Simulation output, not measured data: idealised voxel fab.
process module | voxel spacer lines
cross-section cut | 245 nm wide | cells 5 nm
A cross-section is a grid of square cells, given in bands from the top down. A band is one or more rows of cells.
Each band's line starts with the height of the band's top and of its bottom, in nm. Then come its materials from left to right, each with its width in nm. One material with "throughout" fills the band from edge to edge. "air" is empty space.
Height 0 is the level under which the wafer as received is all one material. The lowest band goes on downwards, as in "0 down".
A width such as "30 to 40" changes by the same amount from each row of cells to the next, from the band's top row to its bottom row.
"no change" after a step means that no cell of the cross-section changed.
closed voids: empty space of 8 cells or more with no open way to the top, each as width x height at its distance from the left edge, in nm
after a step's settings: what the simulator itself notes on the step
overlay nm, on a step with a mask: how far to the right of its planned place the mask lay; to the left if negative
plan
1 op RECEIVE | material Si
2 op CONFORMAL_DEP | material Al2O3 | thk nm 10
3 op DIRECTIONAL_DEP | material SiN | thk nm 20
4 op DIRECTIONAL_DEP | material aC | thk nm 20
5 op PATTERN | tone cover | mask id MANDREL | material resist | width nm 25 | pitch nm 70 | thk nm 30 | overlay nm 0
6 op DIRECTIONAL_ETCH | etch materials aC | depth nm 20
7 op STRIP | etch materials resist
8 op CONFORMAL_DEP | material SiO2 | thk nm 10
9 op DIRECTIONAL_ETCH | etch materials SiO2 | depth nm 10
10 op STRIP | etch materials aC
11 op DIRECTIONAL_ETCH | etch materials SiN | depth nm 20
12 op STRIP | etch materials SiO2
as received, after step 1
  0 down: Si throughout
  closed voids: none
a wafer at the end: this start, this plan, one mistake
  30 to 10: air 60 | SiN 10 | air 25 | SiN 10 | air 25 | SiN 10 | air 25 | SiN 10 | air 70
  10 to 0: Al2O3 throughout
  0 down: Si throughout
  closed voids: none
what went wrong: step 5 ran as: op PATTERN | tone cover | mask id MANDREL | material resist | width nm 25 | pitch nm 70 | thk nm 30 | overlay nm -5
